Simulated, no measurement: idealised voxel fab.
Proc. module: voxel released beams
Pictured: cross-section cut, 295 nm wide, on a grid of 5 nm square cells.
In what follows, cross-sections appear as grids of square cells, described through bands that run from the top down, where every band is one or more rows of cells.
Quick guide to a band line: top height, bottom height (nm) up front; then every material left to right with its width in nm. Only one material and it's marked "edge to edge"? Then it fills the band edge to edge. And "empty" just means empty space.
Measure heights from 0. That's the level where, below it, the as-received wafer is all one material. The lowest band is bottomless and extends downward; write it as in "from 0 down".
Quick explanation for "30 to 40": the width changes in equal steps down the rows of cells, from the first number in the band's top row to the second number in its bottom row.
You'll sometimes find "same as before" written for a step, and that's the way of saying that nowhere in the cross-section did a cell change during that step.
The label "Unvented cavities" introduces a list of the empty spaces, 8 cells or larger, that have no open way up to the top; each entry in it reads width x height at distance, where the distance is taken from the left edge and all three are stated in nm.
Whatever follows a step's settings on its line is a remark the simulator itself makes about that step.
The "overlay nm" setting may appear on a step's line; for a step that uses a mask, it gives how far to the right of its planned position the mask lay, and a negative value indicates the left.
# List of planned process steps
1. RECEIVE [material Si]
2. CONFORMAL_DEP [material SiN] [thk nm 5]
3. DIRECTIONAL_DEP [material SiO2] [thk nm 10]
4. MASKED_ETCH [tone open] [mask id ANCHOR] [width nm 45] [etch materials SiO2] [depth nm 10] [overlay nm 0]
5. CONFORMAL_DEP [material TiN] [thk nm 15]
6. PATTERN [tone cover] [mask id BEAM] [material resist] [width nm 95] [thk nm 15] [overlay nm 0]
7. DIRECTIONAL_ETCH [etch materials TiN] [depth nm 15]
8. STRIP [etch materials resist]
9. STRIP [etch materials SiO2]
Across this set of wafers, the varied parameter is the width nm of step 6. Starting conditions are identical for every wafer, and the plan reports the value assigned to the first wafer.
# Step 1 complete: as-received cross-section of the first of several wafers
- from 0 down: Si edge to edge
- Unvented cavities: none
# Rows = wafers. At module end, each row lists per material the cells gained (+) or lost (-) since the wafer was received, then the closed voids
width nm 95 | +59 SiN | +69 TiN | Unvented cavities: none
width nm 100 | +59 SiN | +72 TiN | Unvented cavities: none
width nm 105 | +59 SiN | +75 TiN | Unvented cavities: none
width nm 110 | +59 SiN | +78 TiN | Unvented cavities: none
width nm 115 | +59 SiN | +81 TiN | Unvented cavities: none
width nm 120 | +59 SiN | +84 TiN | Unvented cavities: none
